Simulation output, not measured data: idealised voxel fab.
process module | voxel transistor to metal
cross-section cut | 160 nm wide | cells 5 nm
A cross-section is a grid of square cells, given in bands from the top down. A band is one or more rows of cells.
Each band's line starts with the height of the band's top and of its bottom, in nm. Then come its materials from left to right, each with its width in nm. One material with "throughout" fills the band from edge to edge. "air" is empty space.
Height 0 is the level under which the wafer as received is all one material. The lowest band goes on downwards, as in "0 down".
A width such as "30 to 40" changes by the same amount from each row of cells to the next, from the band's top row to its bottom row.
"no change" after a step means that no cell of the cross-section changed.
closed voids: empty space of 8 cells or more with no open way to the top, each as width x height at its distance from the left edge, in nm
after a step's settings: what the simulator itself notes on the step
overlay nm, on a step with a mask: how far to the right of its planned place the mask lay; to the left if negative
plan
1 op RECEIVE | material Si
2 op CONFORMAL_DEP | material SiO2 | thk nm 5
3 op CONFORMAL_DEP | material SiN | thk nm 10
4 op MASKED_ETCH | tone cover | mask id ACTIVE | width nm 125 | etch materials SiN | depth nm 10 | overlay nm 0
5 op MASKED_ETCH | tone cover | mask id ACTIVE | width nm 125 | etch materials SiO2 | depth nm 5 | overlay nm 0
6 op MASKED_ETCH | tone cover | mask id ACTIVE | width nm 125 | etch materials Si | depth nm 20 | overlay nm 0
7 op OXIDIZE | depth nm 5
8 op FILL_DEP | material SiO2 | thk nm 5
9 op CMP | height nm 15
10 op SELECTIVE_ETCH | etch materials SiO2 | depth nm 10
11 op STRIP | etch materials SiN
12 op SELECTIVE_ETCH | etch materials SiO2 | depth nm 5
13 op OXIDIZE | depth nm 5
14 op DIRECTIONAL_DEP | material polySi | thk nm 25
15 op DIRECTIONAL_DEP | material SiCN | thk nm 15
16 op PATTERN | tone cover | mask id GATE | material resist | width nm 35 | thk nm 15 | overlay nm 0
17 op DIRECTIONAL_ETCH | etch materials SiCN | depth nm 25
18 op DIRECTIONAL_ETCH | etch materials polySi | depth nm 35
19 op STRIP | etch materials resist
20 op CONFORMAL_DEP | material SiO2 | thk nm 5
21 op DIRECTIONAL_ETCH | etch materials SiO2 | depth nm 5
22 op CONFORMAL_DEP | material SiN | thk nm 10
23 op DIRECTIONAL_ETCH | etch materials SiN | depth nm 10
24 op DIRECTIONAL_ETCH | etch materials SiO2 | depth nm 5
25 op EPI | material SiGe | thk nm 5
26 op FILL_DEP | material SiO2 | thk nm 5
27 op CMP | height nm 25
28 op STRIP | etch materials polySi
29 op SELECTIVE_ETCH | etch materials SiO2 | depth nm 5
30 op CONFORMAL_DEP | material HfO2 | thk nm 5
31 op CONFORMAL_DEP | material TiN | thk nm 5
32 op FILL_DEP | material W | thk nm 10
33 op CMP | height nm 20
34 op DIRECTIONAL_DEP | material SiO2 | thk nm 15
35 op MASKED_ETCH | tone open | mask id CONTACT | width nm 20 | pitch nm 85 | etch materials SiO2 | depth nm 35 | overlay nm 0
36 op CONFORMAL_DEP | material TiN | thk nm 5
37 op FILL_DEP | material Ru | thk nm 5
38 op CMP | height nm 25
39 op CONFORMAL_DEP | material SiCN | thk nm 5
40 op DIRECTIONAL_DEP | material SiO2 | thk nm 20
41 op DIRECTIONAL_DEP | material aC | thk nm 10
42 op PATTERN | tone open | mask id METAL_1 | material resist | width nm 20 | pitch nm 85 | thk nm 25 | overlay nm 0
43 op DIRECTIONAL_ETCH | etch materials aC | depth nm 10
44 op STRIP | etch materials resist
45 op DIRECTIONAL_ETCH | etch materials SiO2 | depth nm 20
46 op DIRECTIONAL_ETCH | etch materials SiCN | depth nm 5
47 op STRIP | etch materials aC
48 op CONFORMAL_DEP | material TiN | thk nm 5
49 op FILL_DEP | material Cu | thk nm 5
50 op CMP | height nm 60
51 op CONFORMAL_DEP | material SiCN | thk nm 5
52 op DIRECTIONAL_DEP | material lowk | thk nm 25
53 op PATTERN | tone open | mask id METAL_2 | material resist | width nm 20 | pitch nm 85 | thk nm 20 | overlay nm 0
54 op DIRECTIONAL_ETCH | etch materials lowk | depth nm 15
55 op STRIP | etch materials resist
56 op MASKED_ETCH | tone open | mask id METAL_2_HOLES | width nm 15 | pitch nm 85 | etch materials lowk | depth nm 10 | overlay nm 0
57 op MASKED_ETCH | tone open | mask id METAL_2_HOLES | width nm 15 | pitch nm 85 | etch materials SiCN | depth nm 5 | overlay nm 0
58 op CONFORMAL_DEP | material TiN | thk nm 5
59 op FILL_DEP | material Cu | thk nm 10
60 op CMP | height nm 90
61 op CONFORMAL_DEP | material SiN | thk nm 5
varied across the wafers: height nm of step 38. The plan shows the first wafer's value. All wafers start alike
first wafer as received, after step 1
  0 down: Si throughout
  closed voids: none
first wafer at the end, after step 61
  95 to 90: SiN throughout
  90 to 80: lowk 25 | TiN 5 | Cu 10 | TiN 5 | lowk 65 | TiN 5 | Cu 10 | TiN 5 | lowk 30
  80 to 75: lowk 25 | TiN 5 | Cu 5 | TiN 10 | lowk 65 | TiN 5 | Cu 5 | TiN 10 | lowk 30
  75 to 65: lowk 25 | TiN 5 | Cu 5 | TiN 5 | lowk 70 | TiN 5 | Cu 5 | TiN 5 | lowk 35
  65 to 60: SiCN 25 | TiN 15 | SiCN 70 | TiN 15 | SiCN 35
  60 to 55: Cu throughout
  55 to 50: TiN 30 | Cu 10 | TiN 75 | Cu 10 | TiN 35
  50 to 30: SiO2 25 | TiN 5 | Cu 10 | TiN 5 | SiO2 65 | TiN 5 | Cu 10 | TiN 5 | SiO2 30
  30 to 25: SiCN 25 | TiN 20 | SiCN 65 | TiN 20 | SiCN 30
  25 to 20: SiO2 25 | TiN 5 | Ru 10 | TiN 5 | SiO2 65 | TiN 5 | Ru 10 | TiN 5 | SiO2 30
  20 to 5: SiO2 25 | TiN 5 | Ru 10 | TiN 5 | SiN 10 | HfO2 5 | TiN 5 | W 25 | TiN 5 | HfO2 5 | SiN 10 | TiN 5 | Ru 10 | TiN 5 | SiO2 30
  5 to 0: SiO2 25 | TiN 20 | SiN 10 | HfO2 5 | TiN 35 | HfO2 5 | SiN 10 | TiN 20 | SiO2 30
  0 to -5: SiO2 15 | SiGe 30 | SiO2 10 | HfO2 45 | SiO2 10 | SiGe 30 | SiO2 20
  -5 to -25: SiO2 20 | Si 115 | SiO2 25
  -25 down: Si throughout
  closed voids: none
last wafer at the end
  95 to 90: SiN throughout
  90 to 80: lowk 25 | TiN 5 | Cu 10 | TiN 5 | lowk 65 | TiN 5 | Cu 10 | TiN 5 | lowk 30
  80 to 75: lowk 25 | TiN 5 | Cu 5 | TiN 10 | lowk 65 | TiN 5 | Cu 5 | TiN 10 | lowk 30
  75 to 65: lowk 25 | TiN 5 | Cu 5 | TiN 5 | lowk 70 | TiN 5 | Cu 5 | TiN 5 | lowk 35
  65 to 60: SiCN 25 | TiN 15 | SiCN 70 | TiN 15 | SiCN 35
  60 to 50: SiO2 25 | TiN 5 | Cu 10 | TiN 5 | SiO2 65 | TiN 5 | Cu 10 | TiN 5 | SiO2 30
  50 to 45: SiCN 25 | TiN 20 | SiCN 65 | TiN 20 | SiCN 30
  45 to 40: Ru throughout
  40 to 35: TiN 30 | Ru 10 | TiN 75 | Ru 10 | TiN 35
  35 to 20: SiO2 25 | TiN 5 | Ru 10 | TiN 5 | SiO2 65 | TiN 5 | Ru 10 | TiN 5 | SiO2 30
  20 to 5: SiO2 25 | TiN 5 | Ru 10 | TiN 5 | SiN 10 | HfO2 5 | TiN 5 | W 25 | TiN 5 | HfO2 5 | SiN 10 | TiN 5 | Ru 10 | TiN 5 | SiO2 30
  5 to 0: SiO2 25 | TiN 20 | SiN 10 | HfO2 5 | TiN 35 | HfO2 5 | SiN 10 | TiN 20 | SiO2 30
  0 to -5: SiO2 15 | SiGe 30 | SiO2 10 | HfO2 45 | SiO2 10 | SiGe 30 | SiO2 20
  -5 to -25: SiO2 20 | Si 115 | SiO2 25
  -25 down: Si throughout
  closed voids: none
each wafer at the end: cells of each material gained (+) or lost (-) since it was received, then its closed voids
height nm 25 | +66 Cu | +17 HfO2 | +16 Ru | -68 Si | +50 SiCN | +12 SiGe | +48 SiN | +211 SiO2 | +117 TiN | +15 W | +124 lowk | closed voids: none
height nm 30 | +34 Cu | +17 HfO2 | +20 Ru | -68 Si | +50 SiCN | +12 SiGe | +48 SiN | +235 SiO2 | +121 TiN | +15 W | +124 lowk | closed voids: none
height nm 35 | +30 Cu | +17 HfO2 | +24 Ru | -68 Si | +50 SiCN | +12 SiGe | +48 SiN | +259 SiO2 | +97 TiN | +15 W | +124 lowk | closed voids: none
height nm 40 | +26 Cu | +17 HfO2 | +28 Ru | -68 Si | +50 SiCN | +12 SiGe | +48 SiN | +235 SiO2 | +121 TiN | +15 W | +124 lowk | closed voids: none
height nm 45 | +22 Cu | +17 HfO2 | +60 Ru | -68 Si | +50 SiCN | +12 SiGe | +48 SiN | +211 SiO2 | +117 TiN | +15 W | +124 lowk | closed voids: none
